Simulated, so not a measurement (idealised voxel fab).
A process module follows: voxel self aligned contacts.
It is cross-section cut that appears here, measuring 235 nm in width, its square cells being 5 nm in size.
Reading order for cross-sections: top band down to bottom band. Underlying form: a grid of square cells. Band size: one or more rows of cells. Each band's line starts with the height of the band's top and of its bottom, in nm. Then come its materials from left to right, each with its width in nm. One material with "edge to edge" fills the band from edge to edge. "blank" is empty space. Heights are expressed relative to 0, this being the level below which the as-received wafer comprises one material exclusively. The lowest band is unbounded in the downward direction and is denoted as in "top 0, no bottom". Width: "30 to 40" (first number = top row, second number = bottom row, same change from row to row of cells). Step note "everything unchanged" = no cross-section cell changed. The label "Trapped void list" introduces a list of the empty spaces, 8 cells or larger, that have no open way up to the top; each entry in it reads width x height at distance, where the distance is taken from the left edge and all three are stated in nm. Past the settings on a step's line: simulator remark, on that step. On any step carrying a mask, the "overlay nm" setting, if present on the step's line, tells how far right of its planned place the mask lay; negative values point to the left.

[Set out below are the planned steps of the process]
1: op RECEIVE | material Si
2: op CONFORMAL_DEP | material SiO2 | thk nm 5
3: op DIRECTIONAL_DEP | material polySi | thk nm 30
4: op DIRECTIONAL_DEP | material SiN | thk nm 20
5: op DIRECTIONAL_DEP | material aC | thk nm 10
6: op PATTERN | tone cover | mask id GATE | material resist | width nm 30 | pitch nm 65 | thk nm 25 | overlay nm 0
7: op DIRECTIONAL_ETCH | etch materials aC | depth nm 10
8: op STRIP | etch materials resist
9: op DIRECTIONAL_ETCH | etch materials SiN | depth nm 20
10: op DIRECTIONAL_ETCH | etch materials polySi | depth nm 30
11: op STRIP | etch materials aC
12: op CONFORMAL_DEP | material SiN | thk nm 10
13: op DIRECTIONAL_ETCH | etch materials SiN | depth nm 10
14: op FILL_DEP | material SiO2 | thk nm 15
15: op CMP | height nm 65
16: op PATTERN | tone open | mask id CONTACT | material resist | width nm 45 | thk nm 20 | overlay nm 0
17: op DIRECTIONAL_ETCH | etch materials SiO2 | depth nm 65
18: op STRIP | etch materials resist
19: op CONFORMAL_DEP | material TiN | thk nm 5
20: op FILL_DEP | material Ru | thk nm 5
21: op CMP | height nm 65
22: op CONFORMAL_DEP | material SiN | thk nm 5

[as received, after step 1]
> top 0, no bottom = Si edge to edge
> Trapped void list: none

[End-of-module cross-section. Starting structure and process plan as above; one mistake made in running it]
> top 65, bottom 60 = SiN edge to edge
> top 60, bottom 55 = SiO2 95, then TiN 20, then Ru 5, then TiN 20, then SiO2 95
> top 55, bottom 35 = SiO2 60, then SiN 50, then TiN 5, then Ru 5, then TiN 5, then SiN 50, then SiO2 60
> top 35, bottom 5 = SiO2 60, then SiN 10, then polySi 30, then SiN 10, then TiN 5, then Ru 5, then TiN 5, then SiN 10, then polySi 30, then SiN 10, then SiO2 60
> top 5, bottom 0 = SiO2 110, then TiN 15, then SiO2 110
> top 0, no bottom = Si edge to edge
> Trapped void list: none
Nonconformance to the process plan: step 21 ran as: op CMP | height nm 60
